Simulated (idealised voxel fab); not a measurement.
process module | voxel tone inversion
cross-section cut | 140 nm wide | cells 5 nm
A cross-section is a grid of square cells, given in bands from the top down. A band is one or more rows of cells.
Each band's line starts with the height of the band's top and of its bottom, in nm. Then come its materials from left to right, each with its width in nm. One material with "throughout" fills the band from edge to edge. "air" is empty space.
Height 0 is the level under which the wafer as received is all one material. The lowest band goes on downwards, as in "0 down".
A width such as "30 to 40" changes by the same amount from each row of cells to the next, from the band's top row to its bottom row.
"no change" after a step means that no cell of the cross-section changed.
closed voids: empty space of 8 cells or more with no open way to the top, each as width x height at its distance from the left edge, in nm
after a step's settings: what the simulator itself notes on the step
overlay nm, on a step with a mask: how far to the right of its planned place the mask lay; to the left if negative
plan
1 op RECEIVE | material Si
2 op CONFORMAL_DEP | material SiCN | thk nm 10
3 op DIRECTIONAL_DEP | material polySi | thk nm 15
4 op PATTERN | tone cover | mask id POSTS | material resist | width nm 20 | pitch nm 50 | thk nm 25 | overlay nm 0
5 op DIRECTIONAL_ETCH | etch materials polySi | depth nm 15
6 op STRIP | etch materials resist
7 op FILL_DEP | material SiO2 | thk nm 5
8 op CMP | height nm 25
9 op STRIP | etch materials polySi
as received, after step 1
  0 down: Si throughout
  closed voids: none
first wafer at the end, as planned
  25 to 10: SiO2 35 | air 20 | SiO2 30 | air 20 | SiO2 35
  10 to 0: SiCN throughout
  0 down: Si throughout
  closed voids: none
second wafer at the end: like start, like plan, one mistake
  25 to 15: SiCN throughout
  15 to 0: polySi throughout
  0 down: Si throughout
  closed voids: none
what went wrong: steps 2 and 3 were swapped
at the end the second wafer has, in cells: 60 fewer of SiO2 | 84 more of polySi
